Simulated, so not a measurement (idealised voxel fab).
The name of this process module is voxel wiring stack.
This is section cut - it's 255 nm across, gridded in 5 nm square cells.
Notation: cross-section as square-cell grid; stated in bands, top first, going down; one or more cell rows per band. Top, bottom (nm), then materials left to right with widths (nm); lone material tagged "full width" fills the whole band edge to edge; "air" = empty space. Heights are measured from 0, the level below which the as-received wafer is all one material; the lowest band has no bottom and continues downward, written as in "z 0 and below". Quick explanation for "30->40": the width changes in equal steps down the rows of cells, from the first number in the band's top row to the second number in its bottom row. "changes: none" (step): cross-section cells unchanged, all of them. Under "Sealed voids" you'll find the enclosed gaps, the ones with no way out to the top, that are 8 cells or bigger; each reads width x height at distance, with distance counted from the left edge, everything in nm. Heads up: the bit after the settings on a step's line is the simulator's remark on that step. When a step includes a mask, the "overlay nm" setting on its line states how far to the right of its planned place that mask lay, and negative values state how far to the left.

Steps planned for the process:
- 1: RECEIVE | material Si
- 2: CONFORMAL_DEP | material SiO2 | thk nm 10
- 3: DIRECTIONAL_DEP | material TiN | thk nm 5
- 4: DIRECTIONAL_DEP | material Ru | thk nm 25
- 5: PATTERN | tone cover | mask id METAL_1 | material resist | width nm 25 | pitch nm 45 | thk nm 20 | overlay nm 0
- 6: DIRECTIONAL_ETCH | etch materials Ru | depth nm 25
- 7: DIRECTIONAL_ETCH | etch materials TiN | depth nm 5
- 8: STRIP | etch materials resist
- 9: CONFORMAL_DEP | material SiN | thk nm 5
- 10: FILL_DEP | material lowk | thk nm 5
- 11: CMP | height nm 40
- 12: CONFORMAL_DEP | material SiCN | thk nm 5
- 13: DIRECTIONAL_DEP | material lowk | thk nm 25
- 14: PATTERN | tone open | mask id METAL_2 | material resist | width nm 25 | pitch nm 45 | thk nm 20 | overlay nm 0
- 15: DIRECTIONAL_ETCH | etch materials lowk | depth nm 15
- 16: STRIP | etch materials resist
- 17: PATTERN | tone open | mask id METAL_2_HOLES | material resist | width nm 15 | pitch nm 45 | thk nm 20 | overlay nm 0
- 18: DIRECTIONAL_ETCH | etch materials lowk | depth nm 10
- 19: DIRECTIONAL_ETCH | etch materials SiCN | depth nm 5
- 20: STRIP | etch materials resist
- 21: CONFORMAL_DEP | material TiN | thk nm 5
- 22: FILL_DEP | material Cu | thk nm 5
- 23: CMP | height nm 70
- 24: CONFORMAL_DEP | material SiN | thk nm 5

Incoming wafer in cross-section (state: after step 1):
- z 0 and below | Si full width
- Sealed voids: none

Below is the wafer in cross-section after the module was completed. It began from the starting point shown above and followed the plan shown above, except that one mistake was made while running it:
- z 75 to 70 | SiN full width
- z 70 to 60 | lowk (45) | TiN (5) | Cu (15->5) | TiN (5->15) | lowk (20) | TiN (5) | Cu (15->5) | TiN (5->15) | lowk (20) | TiN (5) | Cu (15->5) | TiN (5->15) | lowk (20) | TiN (5) | Cu (15->5) | TiN (5->15) | lowk (50)
- z 60 to 50 | lowk (45) | TiN (5) | Cu (5) | TiN (5) | lowk (30) | TiN (5) | Cu (5) | TiN (5) | lowk (30) | TiN (5) | Cu (5) | TiN (5) | lowk (30) | TiN (5) | Cu (5) | TiN (5) | lowk (60)
- z 50 to 45 | SiCN (45) | TiN (15) | SiCN (30) | TiN (15) | SiCN (30) | TiN (15) | SiCN (30) | TiN (15) | SiCN (60)
- z 45 to 40 | lowk (40) | SiN (35) | lowk (10) | SiN (35) | lowk (10) | SiN (35) | lowk (10) | SiN (35) | lowk (45)
- z 40 to 15 | lowk (40) | SiN (5) | Ru (25) | SiN (5) | lowk (10) | SiN (5) | Ru (25) | SiN (5) | lowk (10) | SiN (5) | Ru (25) | SiN (5) | lowk (10) | SiN (5) | Ru (25) | SiN (5) | lowk (45)
- z 15 to 10 | SiN (45) | TiN (25) | SiN (20) | TiN (25) | SiN (20) | TiN (25) | SiN (20) | TiN (25) | SiN (50)
- z 10 to 0 | SiO2 full width
- z 0 and below | Si full width
- Sealed voids: none
Against the plan, the run slipped here: so step 11 ended up running with a different setting than we planned, it ran as CMP | height nm 45
